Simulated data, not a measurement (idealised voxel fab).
process module | voxel wiring stack
Cross-sectional view cut (width: 205 nm; square cell size: 5 nm).
Each cross-section below is a grid of square cells, stated as bands in top-down order, with one or more rows of cells making up each band. In this notation a band is specified by the heights of its top and bottom, in that order and in nm, after which its materials appear from left to right, each paired with its width in nm. The word "throughout" attached to a single material means that material fills the band from edge to edge; the word "air" stands for empty space. Heights are reckoned from 0. Under this level, the received wafer is all of one material. The bottommost band is open-ended downward, for example "0 down". A width such as "30->40" changes by the same amount from each row of cells to the next, from the band's top row to its bottom row. "nothing altered" means the step left every cell of the cross-section as it was. Voids not open to the top, 8 cells minimum: see "Closed voids list". Written width x height at distance; distance is from the left edge; nm. On a step's line, text after the settings is the simulator commenting on that step. What "overlay nm" on a step's line means: if the step has a mask, that mask lay this far to the right of its planned place, or, when the value is negative, to the left. Guide to the pairs. Each holds a before and an after cross-section around one process step; the after cross-section is cut off at the lowest band that changed. Look under the pair for the step between them and its settings. Pairs can come from different runs of this module on the same starting wafer, so a pair follows on from the one above it only where its entry headed "Prior state" says it does.
# Prior state
95 to 80 | resist: 40 / air: 15 / resist: 35 / air: 15 / resist: 35 / air: 15 / resist: 50
80 to 65 | aC: 40 / air: 15 / aC: 35 / air: 15 / aC: 35 / air: 15 / aC: 50
65 to 50 | lowk throughout
50 to 45 | SiCN throughout
45 to 35 | lowk: 40 / TiN: 5 / Cu: 15 / TiN: 5 / lowk: 25 / TiN: 5 / Cu: 15 / TiN: 5 / lowk: 25 / TiN: 5 / Cu: 15 / TiN: 5 / lowk: 40
35 to 30 | SiCN: 40 / TiN: 25 / SiCN: 25 / TiN: 25 / SiCN: 25 / TiN: 25 / SiCN: 40
30 to 0 | SiO2 throughout
0 down | Si throughout
Closed voids list: none
# Cut View, Post-Step
80 to 65 | aC: 40 / air: 15 / aC: 35 / air: 15 / aC: 35 / air: 15 / aC: 50
For the remainder of the cross-section, below 65, there is no change.
Closed voids list: none
It is this step that lies between the two cross-sections above: STRIP with etch materials resist
Prior state: see preceding pair, after cross-section.
# Cut View, Post-Step
80 to 65 | aC: 40 / air: 15 / aC: 35 / air: 15 / aC: 35 / air: 15 / aC: 50
65 to 50 | lowk: 40 / air: 15 / lowk: 35 / air: 15 / lowk: 35 / air: 15 / lowk: 50
For the remainder of the cross-section, below 50, there is no change.
Closed voids list: none
It is this step that lies between the two cross-sections above: DIRECTIONAL_ETCH with etch materials lowk, depth nm 15
Prior state: see preceding pair, after cross-section.
# Cut View, Post-Step
80 to 65 | aC: 40 / air: 15 / aC: 35 / air: 15 / aC: 35 / air: 15 / aC: 50
65 to 50 | lowk: 40 / air: 15 / lowk: 35 / air: 15 / lowk: 35 / air: 15 / lowk: 50
50 to 45 | SiCN: 40 / air: 15 / SiCN: 35 / air: 15 / SiCN: 35 / air: 15 / SiCN: 50
For the remainder of the cross-section, below 45, there is no change.
Closed voids list: none
It is this step that lies between the two cross-sections above: DIRECTIONAL_ETCH with etch materials SiCN, depth nm 5
Prior state: see preceding pair, after cross-section.
# Cut View, Post-Step
65 to 50 | lowk: 40 / air: 15 / lowk: 35 / air: 15 / lowk: 35 / air: 15 / lowk: 50
For the remainder of the cross-section, below 50, there is no change.
Closed voids list: none
It is this step that lies between the two cross-sections above: STRIP with etch materials aC
Prior state: see preceding pair, after cross-section.
# Cut View, Post-Step
70 to 65 | TiN: 45 / air: 5 / TiN: 45 / air: 5 / TiN: 45 / air: 5 / TiN: 55
65 to 50 | lowk: 40 / TiN: 5 / air: 5 / TiN: 5 / lowk: 35 / TiN: 5 / air: 5 / TiN: 5 / lowk: 35 / TiN: 5 / air: 5 / TiN: 5 / lowk: 50
50 to 45 | SiCN: 40 / TiN: 15 / SiCN: 35 / TiN: 15 / SiCN: 35 / TiN: 15 / SiCN: 50
For the remainder of the cross-section, below 45, there is no change.
Closed voids list: none
It is this step that lies between the two cross-sections above: CONFORMAL_DEP with material TiN, thk nm 5
Prior state: see preceding pair, after cross-section.
# Cut View, Post-Step
75 to 70 | Ru throughout
70 to 65 | TiN: 45 / Ru: 5 / TiN: 45 / Ru: 5 / TiN: 45 / Ru: 5 / TiN: 55
65 to 50 | lowk: 40 / TiN: 5 / Ru: 5 / TiN: 5 / lowk: 35 / TiN: 5 / Ru: 5 / TiN: 5 / lowk: 35 / TiN: 5 / Ru: 5 / TiN: 5 / lowk: 50
For the remainder of the cross-section, below 50, there is no change.
Closed voids list: none
It is this step that lies between the two cross-sections above: FILL_DEP with material Ru, thk nm 5
Prior state: see preceding pair, after cross-section.
# Cut View, Post-Step
65 to 50 | lowk: 40 / TiN: 5 / Ru: 5 / TiN: 5 / lowk: 35 / TiN: 5 / Ru: 5 / TiN: 5 / lowk: 35 / TiN: 5 / Ru: 5 / TiN: 5 / lowk: 50
For the remainder of the cross-section, below 50, there is no change.
Closed voids list: none
It is this step that lies between the two cross-sections above: CMP with height nm 65
Prior state: see preceding pair, after cross-section.
# Cut View, Post-Step
70 to 65 | TiN throughout
For the remainder of the cross-section, below 65, there is no change.
Closed voids list: none
It is this step that lies between the two cross-sections above: DIRECTIONAL_DEP with material TiN, thk nm 5
Prior state: see preceding pair, after cross-section.
# Cut View, Post-Step
90 to 70 | W throughout
For the remainder of the cross-section, below 70, there is no change.
Closed voids list: none
It is this step that lies between the two cross-sections above: DIRECTIONAL_DEP with material W, thk nm 20
Prior state: see preceding pair, after cross-section.
# Cut View, Post-Step
90 to 70 | air: 40 / W: 25 / air: 25 / W: 25 / air: 25 / W: 25 / air: 40
For the remainder of the cross-section, below 70, there is no change.
Closed voids list: none
It is this step that lies between the two cross-sections above: MASKED_ETCH with tone cover, mask id METAL_2, width nm 25, pitch nm 50, etch materials W, depth nm 20, overlay nm 0
Prior state: see preceding pair, after cross-section.
# Cut View, Post-Step
90 to 70 | air: 40 / W: 25 / air: 25 / W: 25 / air: 25 / W: 25 / air: 40
70 to 65 | air: 40 / TiN: 25 / air: 25 / TiN: 25 / air: 25 / TiN: 25 / air: 40
For the remainder of the cross-section, below 65, there is no change.
Closed voids list: none
It is this step that lies between the two cross-sections above: MASKED_ETCH with tone cover, mask id METAL_2, width nm 25, pitch nm 50, etch materials TiN, depth nm 5, overlay nm 0
Prior state: see preceding pair, after cross-section.
# Cut View, Post-Step
95 to 90 | SiO2 throughout
90 to 70 | SiO2: 40 / W: 25 / SiO2: 25 / W: 25 / SiO2: 25 / W: 25 / SiO2: 40
70 to 65 | SiO2: 40 / TiN: 25 / SiO2: 25 / TiN: 25 / SiO2: 25 / TiN: 25 / SiO2: 40
For the remainder of the cross-section, below 65, there is no change.
Closed voids list: none
It is this step that lies between the two cross-sections above: FILL_DEP with material SiO2, thk nm 5
Prior state: see preceding pair, after cross-section.
# Cut View, Post-Step
90 to 70 | SiO2: 40 / W: 25 / SiO2: 25 / W: 25 / SiO2: 25 / W: 25 / SiO2: 40
For the remainder of the cross-section, below 70, there is no change.
Closed voids list: none
It is this step that lies between the two cross-sections above: CMP with height nm 90
Prior state: see preceding pair, after cross-section.
# Cut View, Post-Step
95 to 90 | SiN throughout
For the remainder of the cross-section, below 90, there is no change.
Closed voids list: none
It is this step that lies between the two cross-sections above: CONFORMAL_DEP with material SiN, thk nm 5
# Prior state
45 to 20 | lowk: 40 / TiN: 5 / Cu: 15 / TiN: 5 / lowk: 25 / TiN: 5 / Cu: 15 / TiN: 5 / lowk: 25 / TiN: 5 / Cu: 15 / TiN: 5 / lowk: 40
20 to 15 | SiCN: 40 / TiN: 25 / SiCN: 25 / TiN: 25 / SiCN: 25 / TiN: 25 / SiCN: 40
15 to 0 | SiO2 throughout
0 down | Si throughout
Closed voids list: none
# Cut View, Post-Step
60 to 45 | lowk throughout
For the remainder of the cross-section, below 45, there is no change.
Closed voids list: none
It is this step that lies between the two cross-sections above: DIRECTIONAL_DEP with material lowk, thk nm 15
Prior state: see preceding pair, after cross-section.
# Cut View, Post-Step
65 to 60 | SiCN throughout
For the remainder of the cross-section, below 60, there is no change.
Closed voids list: none
It is this step that lies between the two cross-sections above: CONFORMAL_DEP with material SiCN, thk nm 5
Prior state: see preceding pair, after cross-section.
# Cut View, Post-Step
80 to 65 | aC throughout
For the remainder of the cross-section, below 65, there is no change.
Closed voids list: none
It is this step that lies between the two cross-sections above: DIRECTIONAL_DEP with material aC, thk nm 15
Prior state: see preceding pair, after cross-section.
# Cut View, Post-Step
110 to 80 | resist: 40 / air: 15 / resist: 35 / air: 15 / resist: 35 / air: 15 / resist: 50
For the remainder of the cross-section, below 80, there is no change.
Closed voids list: none
It is this step that lies between the two cross-sections above: PATTERN with tone open, mask id PLUG_1, material resist, width nm 15, pitch nm 50, thk nm 30, overlay nm 0
Prior state: see preceding pair, after cross-section.
# Cut View, Post-Step
95 to 80 | resist: 40 / air: 15 / resist: 35 / air: 15 / resist: 35 / air: 15 / resist: 50
80 to 65 | aC: 40 / air: 15 / aC: 35 / air: 15 / aC: 35 / air: 15 / aC: 50
For the remainder of the cross-section, below 65, there is no change.
Closed voids list: none
It is this step that lies between the two cross-sections above: DIRECTIONAL_ETCH with etch materials aC, depth nm 15
Prior state: see preceding pair, after cross-section.
# Cut View, Post-Step
80 to 65 | aC: 40 / air: 15 / aC: 35 / air: 15 / aC: 35 / air: 15 / aC: 50
For the remainder of the cross-section, below 65, there is no change.
Closed voids list: none
It is this step that lies between the two cross-sections above: STRIP with etch materials resist
Prior state: see preceding pair, after cross-section.
# Cut View, Post-Step
80 to 65 | aC: 40 / air: 15 / aC: 35 / air: 15 / aC: 35 / air: 15 / aC: 50
65 to 60 | SiCN: 40 / air: 15 / SiCN: 35 / air: 15 / SiCN: 35 / air: 15 / SiCN: 50
For the remainder of the cross-section, below 60, there is no change.
Closed voids list: none
It is this step that lies between the two cross-sections above: DIRECTIONAL_ETCH with etch materials SiCN, depth nm 5
Prior state: see preceding pair, after cross-section.
# Cut View, Post-Step
65 to 60 | SiCN: 40 / air: 15 / SiCN: 35 / air: 15 / SiCN: 35 / air: 15 / SiCN: 50
For the remainder of the cross-section, below 60, there is no change.
Closed voids list: none
It is this step that lies between the two cross-sections above: STRIP with etch materials aC
Prior state: see preceding pair, after cross-section.
# Cut View, Post-Step
70 to 65 | TiN: 45 / air: 5 / TiN: 45 / air: 5 / TiN: 45 / air: 5 / TiN: 55
65 to 60 | SiCN: 40 / TiN: 15 / SiCN: 35 / TiN: 15 / SiCN: 35 / TiN: 15 / SiCN: 50
For the remainder of the cross-section, below 60, there is no change.
Closed voids list: none
It is this step that lies between the two cross-sections above: CONFORMAL_DEP with material TiN, thk nm 5
Prior state: see preceding pair, after cross-section.
# Cut View, Post-Step
75 to 70 | Ru throughout
70 to 65 | TiN: 45 / Ru: 5 / TiN: 45 / Ru: 5 / TiN: 45 / Ru: 5 / TiN: 55
For the remainder of the cross-section, below 65, there is no change.
Closed voids list: none
It is this step that lies between the two cross-sections above: FILL_DEP with material Ru, thk nm 5
Prior state: see preceding pair, after cross-section.
# Cut View, Post-Step
65 to 60 | SiCN: 40 / TiN: 15 / SiCN: 35 / TiN: 15 / SiCN: 35 / TiN: 15 / SiCN: 50
For the remainder of the cross-section, below 60, there is no change.
Closed voids list: none
It is this step that lies between the two cross-sections above: CMP with height nm 65
Prior state: see preceding pair, after cross-section.
# Cut View, Post-Step
70 to 65 | TiN throughout
For the remainder of the cross-section, below 65, there is no change.
Closed voids list: none
It is this step that lies between the two cross-sections above: DIRECTIONAL_DEP with material TiN, thk nm 5
Prior state: see preceding pair, after cross-section.
# Cut View, Post-Step
90 to 70 | W throughout
For the remainder of the cross-section, below 70, there is no change.
Closed voids list: none
It is this step that lies between the two cross-sections above: DIRECTIONAL_DEP with material W, thk nm 20
Prior state: see preceding pair, after cross-section.
# Cut View, Post-Step
90 to 70 | air: 40 / W: 25 / air: 25 / W: 25 / air: 25 / W: 25 / air: 40
For the remainder of the cross-section, below 70, there is no change.
Closed voids list: none
It is this step that lies between the two cross-sections above: MASKED_ETCH with tone cover, mask id METAL_2, width nm 25, pitch nm 50, etch materials W, depth nm 20, overlay nm 0
Prior state: see preceding pair, after cross-section.
# Cut View, Post-Step
90 to 70 | air: 40 / W: 25 / air: 25 / W: 25 / air: 25 / W: 25 / air: 40
70 to 65 | air: 40 / TiN: 25 / air: 25 / TiN: 25 / air: 25 / TiN: 25 / air: 40
For the remainder of the cross-section, below 65, there is no change.
Closed voids list: none
It is this step that lies between the two cross-sections above: MASKED_ETCH with tone cover, mask id METAL_2, width nm 25, pitch nm 50, etch materials TiN, depth nm 5, overlay nm 0
Prior state: see preceding pair, after cross-section.
# Cut View, Post-Step
95 to 90 | SiO2 throughout
90 to 70 | SiO2: 40 / W: 25 / SiO2: 25 / W: 25 / SiO2: 25 / W: 25 / SiO2: 40
70 to 65 | SiO2: 40 / TiN: 25 / SiO2: 25 / TiN: 25 / SiO2: 25 / TiN: 25 / SiO2: 40
For the remainder of the cross-section, below 65, there is no change.
Closed voids list: none
It is this step that lies between the two cross-sections above: FILL_DEP with material SiO2, thk nm 5
Prior state: see preceding pair, after cross-section.
# Cut View, Post-Step
90 to 70 | SiO2: 40 / W: 25 / SiO2: 25 / W: 25 / SiO2: 25 / W: 25 / SiO2: 40
For the remainder of the cross-section, below 70, there is no change.
Closed voids list: none
It is this step that lies between the two cross-sections above: CMP with height nm 90
Prior state: see preceding pair, after cross-section.
# Cut View, Post-Step
95 to 90 | SiN throughout
For the remainder of the cross-section, below 90, there is no change.
Closed voids list: none
It is this step that lies between the two cross-sections above: CONFORMAL_DEP with material SiN, thk nm 5
# Prior state
50 to 45 | SiCN throughout
45 to 20 | lowk: 40 / TiN: 5 / Cu: 15 / TiN: 5 / lowk: 25 / TiN: 5 / Cu: 15 / TiN: 5 / lowk: 25 / TiN: 5 / Cu: 15 / TiN: 5 / lowk: 40
20 to 15 | SiCN: 40 / TiN: 25 / SiCN: 25 / TiN: 25 / SiCN: 25 / TiN: 25 / SiCN: 40
15 to 0 | SiO2 throughout
0 down | Si throughout
Closed voids list: none
# Cut View, Post-Step
55 to 50 | lowk throughout
For the remainder of the cross-section, below 50, there is no change.
Closed voids list: none
It is this step that lies between the two cross-sections above: DIRECTIONAL_DEP with material lowk, thk nm 5
Prior state: see preceding pair, after cross-section.
# Cut View, Post-Step
70 to 55 | aC throughout
For the remainder of the cross-section, below 55, there is no change.
Closed voids list: none
It is this step that lies between the two cross-sections above: DIRECTIONAL_DEP with material aC, thk nm 15
Prior state: see preceding pair, after cross-section.
# Cut View, Post-Step
100 to 70 | resist: 40 / air: 15 / resist: 35 / air: 15 / resist: 35 / air: 15 / resist: 50
For the remainder of the cross-section, below 70, there is no change.
Closed voids list: none
It is this step that lies between the two cross-sections above: PATTERN with tone open, mask id PLUG_1, material resist, width nm 15, pitch nm 50, thk nm 30, overlay nm 0
Prior state: see preceding pair, after cross-section.
# Cut View, Post-Step
85 to 70 | resist: 40 / air: 15 / resist: 35 / air: 15 / resist: 35 / air: 15 / resist: 50
70 to 55 | aC: 40 / air: 15 / aC: 35 / air: 15 / aC: 35 / air: 15 / aC: 50
For the remainder of the cross-section, below 55, there is no change.
Closed voids list: none
It is this step that lies between the two cross-sections above: DIRECTIONAL_ETCH with etch materials aC, depth nm 15
Prior state: see preceding pair, after cross-section.
# Cut View, Post-Step
70 to 55 | aC: 40 / air: 15 / aC: 35 / air: 15 / aC: 35 / air: 15 / aC: 50
For the remainder of the cross-section, below 55, there is no change.
Closed voids list: none
It is this step that lies between the two cross-sections above: STRIP with etch materials resist
Prior state: see preceding pair, after cross-section.
# Cut View, Post-Step
70 to 55 | aC: 40 / air: 15 / aC: 35 / air: 15 / aC: 35 / air: 15 / aC: 50
55 to 50 | lowk: 40 / air: 15 / lowk: 35 / air: 15 / lowk: 35 / air: 15 / lowk: 50
For the remainder of the cross-section, below 50, there is no change.
Closed voids list: none
It is this step that lies between the two cross-sections above: DIRECTIONAL_ETCH with etch materials lowk, depth nm 15
Prior state: see preceding pair, after cross-section.
# Cut View, Post-Step
70 to 55 | aC: 40 / air: 15 / aC: 35 / air: 15 / aC: 35 / air: 15 / aC: 50
55 to 50 | lowk: 40 / air: 15 / lowk: 35 / air: 15 / lowk: 35 / air: 15 / lowk: 50
50 to 45 | SiCN: 40 / air: 15 / SiCN: 35 / air: 15 / SiCN: 35 / air: 15 / SiCN: 50
For the remainder of the cross-section, below 45, there is no change.
Closed voids list: none
It is this step that lies between the two cross-sections above: DIRECTIONAL_ETCH with etch materials SiCN, depth nm 5
Prior state: see preceding pair, after cross-section.
# Cut View, Post-Step
55 to 50 | lowk: 40 / air: 15 / lowk: 35 / air: 15 / lowk: 35 / air: 15 / lowk: 50
For the remainder of the cross-section, below 50, there is no change.
Closed voids list: none
It is this step that lies between the two cross-sections above: STRIP with etch materials aC
Prior state: see preceding pair, after cross-section.
# Cut View, Post-Step
60 to 55 | TiN: 45 / air: 5 / TiN: 45 / air: 5 / TiN: 45 / air: 5 / TiN: 55
55 to 50 | lowk: 40 / TiN: 5 / air: 5 / TiN: 5 / lowk: 35 / TiN: 5 / air: 5 / TiN: 5 / lowk: 35 / TiN: 5 / air: 5 / TiN: 5 / lowk: 50
50 to 45 | SiCN: 40 / TiN: 15 / SiCN: 35 / TiN: 15 / SiCN: 35 / TiN: 15 / SiCN: 50
For the remainder of the cross-section, below 45, there is no change.
Closed voids list: none
It is this step that lies between the two cross-sections above: CONFORMAL_DEP with material TiN, thk nm 5
Prior state: see preceding pair, after cross-section.
# Cut View, Post-Step
65 to 60 | Ru throughout
60 to 55 | TiN: 45 / Ru: 5 / TiN: 45 / Ru: 5 / TiN: 45 / Ru: 5 / TiN: 55
55 to 50 | lowk: 40 / TiN: 5 / Ru: 5 / TiN: 5 / lowk: 35 / TiN: 5 / Ru: 5 / TiN: 5 / lowk: 35 / TiN: 5 / Ru: 5 / TiN: 5 / lowk: 50
For the remainder of the cross-section, below 50, there is no change.
Closed voids list: none
It is this step that lies between the two cross-sections above: FILL_DEP with material Ru, thk nm 5
Prior state: see preceding pair, after cross-section.
# Cut View, Post-Step
70 to 65 | TiN throughout
For the remainder of the cross-section, below 65, there is no change.
Closed voids list: none
It is this step that lies between the two cross-sections above: DIRECTIONAL_DEP with material TiN, thk nm 5
Prior state: see preceding pair, after cross-section.
# Cut View, Post-Step
90 to 70 | W throughout
For the remainder of the cross-section, below 70, there is no change.
Closed voids list: none
It is this step that lies between the two cross-sections above: DIRECTIONAL_DEP with material W, thk nm 20
Prior state: see preceding pair, after cross-section.
# Cut View, Post-Step
90 to 70 | air: 40 / W: 25 / air: 25 / W: 25 / air: 25 / W: 25 / air: 40
For the remainder of the cross-section, below 70, there is no change.
Closed voids list: none
It is this step that lies between the two cross-sections above: MASKED_ETCH with tone cover, mask id METAL_2, width nm 25, pitch nm 50, etch materials W, depth nm 20, overlay nm 0
Prior state: see preceding pair, after cross-section.
# Cut View, Post-Step
90 to 70 | air: 40 / W: 25 / air: 25 / W: 25 / air: 25 / W: 25 / air: 40
70 to 65 | air: 40 / TiN: 25 / air: 25 / TiN: 25 / air: 25 / TiN: 25 / air: 40
For the remainder of the cross-section, below 65, there is no change.
Closed voids list: none
It is this step that lies between the two cross-sections above: MASKED_ETCH with tone cover, mask id METAL_2, width nm 25, pitch nm 50, etch materials TiN, depth nm 5, overlay nm 0
Prior state: see preceding pair, after cross-section.
# Cut View, Post-Step
95 to 90 | SiO2 throughout
90 to 70 | SiO2: 40 / W: 25 / SiO2: 25 / W: 25 / SiO2: 25 / W: 25 / SiO2: 40
70 to 65 | SiO2: 40 / TiN: 25 / SiO2: 25 / TiN: 25 / SiO2: 25 / TiN: 25 / SiO2: 40
For the remainder of the cross-section, below 65, there is no change.
Closed voids list: none
It is this step that lies between the two cross-sections above: FILL_DEP with material SiO2, thk nm 5
Prior state: see preceding pair, after cross-section.
# Cut View, Post-Step
90 to 70 | SiO2: 40 / W: 25 / SiO2: 25 / W: 25 / SiO2: 25 / W: 25 / SiO2: 40
For the remainder of the cross-section, below 70, there is no change.
Closed voids list: none
It is this step that lies between the two cross-sections above: CMP with height nm 90
Prior state: see preceding pair, after cross-section.
# Cut View, Post-Step
95 to 90 | SiN throughout
For the remainder of the cross-section, below 90, there is no change.
Closed voids list: none
It is this step that lies between the two cross-sections above: CONFORMAL_DEP with material SiN, thk nm 5
# Prior state
90 to 70 | W throughout
70 to 65 | TiN throughout
65 to 50 | lowk: 40 / TiN: 5 / Ru: 5 / TiN: 5 / lowk: 35 / TiN: 5 / Ru: 5 / TiN: 5 / lowk: 35 / TiN: 5 / Ru: 5 / TiN: 5 / lowk: 50
50 to 45 | SiCN: 40 / TiN: 15 / SiCN: 35 / TiN: 15 / SiCN: 35 / TiN: 15 / SiCN: 50
45 to 20 | lowk: 40 / TiN: 5 / Cu: 15 / TiN: 5 / lowk: 25 / TiN: 5 / Cu: 15 / TiN: 5 / lowk: 25 / TiN: 5 / Cu: 15 / TiN: 5 / lowk: 40
20 to 15 | SiCN: 40 / TiN: 25 / SiCN: 25 / TiN: 25 / SiCN: 25 / TiN: 25 / SiCN: 40
15 to 0 | SiO2 throughout
0 down | Si throughout
Closed voids list: none
# Cut View, Post-Step
90 to 70 | air: 40 / W: 30 / air: 20 / W: 30 / air: 20 / W: 30 / air: 35
For the remainder of the cross-section, below 70, there is no change.
Closed voids list: none
It is this step that lies between the two cross-sections above: MASKED_ETCH with tone cover, mask id METAL_2, width nm 30, pitch nm 50, etch materials W, depth nm 20, overlay nm 0
Prior state: see preceding pair, after cross-section.
# Cut View, Post-Step
90 to 70 | air: 40 / W: 30 / air: 20 / W: 30 / air: 20 / W: 30 / air: 35
70 to 65 | air: 40 / TiN: 30 / air: 20 / TiN: 30 / air: 20 / TiN: 30 / air: 35
For the remainder of the cross-section, below 65, there is no change.
Closed voids list: none
It is this step that lies between the two cross-sections above: MASKED_ETCH with tone cover, mask id METAL_2, width nm 25, pitch nm 50, etch materials TiN, depth nm 5, overlay nm 0
Prior state: see preceding pair, after cross-section.
# Cut View, Post-Step
95 to 90 | SiO2 throughout
90 to 70 | SiO2: 40 / W: 30 / SiO2: 20 / W: 30 / SiO2: 20 / W: 30 / SiO2: 35
70 to 65 | SiO2: 40 / TiN: 30 / SiO2: 20 / TiN: 30 / SiO2: 20 / TiN: 30 / SiO2: 35
For the remainder of the cross-section, below 65, there is no change.
Closed voids list: none
It is this step that lies between the two cross-sections above: FILL_DEP with material SiO2, thk nm 5
Prior state: see preceding pair, after cross-section.
# Cut View, Post-Step
90 to 70 | SiO2: 40 / W: 30 / SiO2: 20 / W: 30 / SiO2: 20 / W: 30 / SiO2: 35
For the remainder of the cross-section, below 70, there is no change.
Closed voids list: none
It is this step that lies between the two cross-sections above: CMP with height nm 90
Prior state: see preceding pair, after cross-section.
# Cut View, Post-Step
95 to 90 | SiN throughout
For the remainder of the cross-section, below 90, there is no change.
Closed voids list: none
It is this step that lies between the two cross-sections above: CONFORMAL_DEP with material SiN, thk nm 5
# Prior state
55 to 45 | aC throughout
45 to 20 | lowk throughout
20 to 15 | SiCN throughout
15 to 0 | SiO2 throughout
0 down | Si throughout
Closed voids list: none
# Cut View, Post-Step
85 to 55 | resist: 50 / air: 25 / resist: 25 / air: 25 / resist: 25 / air: 25 / resist: 30
For the remainder of the cross-section, below 55, there is no change.
Closed voids list: none
It is this step that lies between the two cross-sections above: PATTERN with tone open, mask id METAL_1, material resist, width nm 25, pitch nm 50, thk nm 30, overlay nm 10
Prior state: see preceding pair, after cross-section.
# Cut View, Post-Step
75 to 55 | resist: 50 / air: 25 / resist: 25 / air: 25 / resist: 25 / air: 25 / resist: 30
55 to 45 | aC: 50 / air: 25 / aC: 25 / air: 25 / aC: 25 / air: 25 / aC: 30
For the remainder of the cross-section, below 45, there is no change.
Closed voids list: none
It is this step that lies between the two cross-sections above: DIRECTIONAL_ETCH with etch materials aC, depth nm 10
Prior state: see preceding pair, after cross-section.
# Cut View, Post-Step
55 to 45 | aC: 50 / air: 25 / aC: 25 / air: 25 / aC: 25 / air: 25 / aC: 30
For the remainder of the cross-section, below 45, there is no change.
Closed voids list: none
It is this step that lies between the two cross-sections above: STRIP with etch materials resist
Prior state: see preceding pair, after cross-section.
# Cut View, Post-Step
55 to 45 | aC: 50 / air: 25 / aC: 25 / air: 25 / aC: 25 / air: 25 / aC: 30
45 to 20 | lowk: 50 / air: 25 / lowk: 25 / air: 25 / lowk: 25 / air: 25 / lowk: 30
For the remainder of the cross-section, below 20, there is no change.
Closed voids list: none
It is this step that lies between the two cross-sections above: DIRECTIONAL_ETCH with etch materials lowk, depth nm 25
Prior state: see preceding pair, after cross-section.
# Cut View, Post-Step
55 to 45 | aC: 50 / air: 25 / aC: 25 / air: 25 / aC: 25 / air: 25 / aC: 30
45 to 20 | lowk: 50 / air: 25 / lowk: 25 / air: 25 / lowk: 25 / air: 25 / lowk: 30
20 to 15 | SiCN: 50 / air: 25 / SiCN: 25 / air: 25 / SiCN: 25 / air: 25 / SiCN: 30
For the remainder of the cross-section, below 15, there is no change.
Closed voids list: none
It is this step that lies between the two cross-sections above: DIRECTIONAL_ETCH with etch materials SiCN, depth nm 5
Prior state: see preceding pair, after cross-section.
# Cut View, Post-Step
45 to 20 | lowk: 50 / air: 25 / lowk: 25 / air: 25 / lowk: 25 / air: 25 / lowk: 30
For the remainder of the cross-section, below 20, there is no change.
Closed voids list: none
It is this step that lies between the two cross-sections above: STRIP with etch materials aC
Prior state: see preceding pair, after cross-section.
# Cut View, Post-Step
50 to 45 | TiN: 55 / air: 15 / TiN: 35 / air: 15 / TiN: 35 / air: 15 / TiN: 35
45 to 20 | lowk: 50 / TiN: 5 / air: 15 / TiN: 5 / lowk: 25 / TiN: 5 / air: 15 / TiN: 5 / lowk: 25 / TiN: 5 / air: 15 / TiN: 5 / lowk: 30
20 to 15 | SiCN: 50 / TiN: 25 / SiCN: 25 / TiN: 25 / SiCN: 25 / TiN: 25 / SiCN: 30
For the remainder of the cross-section, below 15, there is no change.
Closed voids list: none
It is this step that lies between the two cross-sections above: CONFORMAL_DEP with material TiN, thk nm 5
Prior state: see preceding pair, after cross-section.
# Cut View, Post-Step
60 to 50 | Cu throughout
50 to 45 | TiN: 55 / Cu: 15 / TiN: 35 / Cu: 15 / TiN: 35 / Cu: 15 / TiN: 35
45 to 20 | lowk: 50 / TiN: 5 / Cu: 15 / TiN: 5 / lowk: 25 / TiN: 5 / Cu: 15 / TiN: 5 / lowk: 25 / TiN: 5 / Cu: 15 / TiN: 5 / lowk: 30
For the remainder of the cross-section, below 20, there is no change.
Closed voids list: none
It is this step that lies between the two cross-sections above: FILL_DEP with material Cu, thk nm 10
Prior state: see preceding pair, after cross-section.
# Cut View, Post-Step
45 to 20 | lowk: 50 / TiN: 5 / Cu: 15 / TiN: 5 / lowk: 25 / TiN: 5 / Cu: 15 / TiN: 5 / lowk: 25 / TiN: 5 / Cu: 15 / TiN: 5 / lowk: 30
For the remainder of the cross-section, below 20, there is no change.
Closed voids list: none
It is this step that lies between the two cross-sections above: CMP with height nm 45
Prior state: see preceding pair, after cross-section.
# Cut View, Post-Step
50 to 45 | SiCN throughout
For the remainder of the cross-section, below 45, there is no change.
Closed voids list: none
It is this step that lies between the two cross-sections above: CONFORMAL_DEP with material SiCN, thk nm 5
Prior state: see preceding pair, after cross-section.
# Cut View, Post-Step
65 to 50 | lowk throughout
For the remainder of the cross-section, below 50, there is no change.
Closed voids list: none
It is this step that lies between the two cross-sections above: DIRECTIONAL_DEP with material lowk, thk nm 15
Prior state: see preceding pair, after cross-section.
# Cut View, Post-Step
80 to 65 | aC throughout
For the remainder of the cross-section, below 65, there is no change.
Closed voids list: none
It is this step that lies between the two cross-sections above: DIRECTIONAL_DEP with material aC, thk nm 15
Prior state: see preceding pair, after cross-section.
# Cut View, Post-Step
110 to 80 | resist: 40 / air: 15 / resist: 35 / air: 15 / resist: 35 / air: 15 / resist: 50
For the remainder of the cross-section, below 80, there is no change.
Closed voids list: none
It is this step that lies between the two cross-sections above: PATTERN with tone open, mask id PLUG_1, material resist, width nm 15, pitch nm 50, thk nm 30, overlay nm 0
Prior state: see preceding pair, after cross-section.
# Cut View, Post-Step
95 to 80 | resist: 40 / air: 15 / resist: 35 / air: 15 / resist: 35 / air: 15 / resist: 50
80 to 65 | aC: 40 / air: 15 / aC: 35 / air: 15 / aC: 35 / air: 15 / aC: 50
For the remainder of the cross-section, below 65, there is no change.
Closed voids list: none
It is this step that lies between the two cross-sections above: DIRECTIONAL_ETCH with etch materials aC, depth nm 15
Prior state: see preceding pair, after cross-section.
# Cut View, Post-Step
80 to 65 | aC: 40 / air: 15 / aC: 35 / air: 15 / aC: 35 / air: 15 / aC: 50
For the remainder of the cross-section, below 65, there is no change.
Closed voids list: none
It is this step that lies between the two cross-sections above: STRIP with etch materials resist
Prior state: see preceding pair, after cross-section.
# Cut View, Post-Step
80 to 65 | aC: 40 / air: 15 / aC: 35 / air: 15 / aC: 35 / air: 15 / aC: 50
65 to 50 | lowk: 40 / air: 15 / lowk: 35 / air: 15 / lowk: 35 / air: 15 / lowk: 50
For the remainder of the cross-section, below 50, there is no change.
Closed voids list: none
It is this step that lies between the two cross-sections above: DIRECTIONAL_ETCH with etch materials lowk, depth nm 15
Prior state: see preceding pair, after cross-section.
# Cut View, Post-Step
80 to 65 | aC: 40 / air: 15 / aC: 35 / air: 15 / aC: 35 / air: 15 / aC: 50
65 to 50 | lowk: 40 / air: 15 / lowk: 35 / air: 15 / lowk: 35 / air: 15 / lowk: 50
50 to 45 | SiCN: 40 / air: 15 / SiCN: 35 / air: 15 / SiCN: 35 / air: 15 / SiCN: 50
For the remainder of the cross-section, below 45, there is no change.
Closed voids list: none
It is this step that lies between the two cross-sections above: DIRECTIONAL_ETCH with etch materials SiCN, depth nm 5
Prior state: see preceding pair, after cross-section.
# Cut View, Post-Step
65 to 50 | lowk: 40 / air: 15 / lowk: 35 / air: 15 / lowk: 35 / air: 15 / lowk: 50
For the remainder of the cross-section, below 50, there is no change.
Closed voids list: none
It is this step that lies between the two cross-sections above: STRIP with etch materials aC
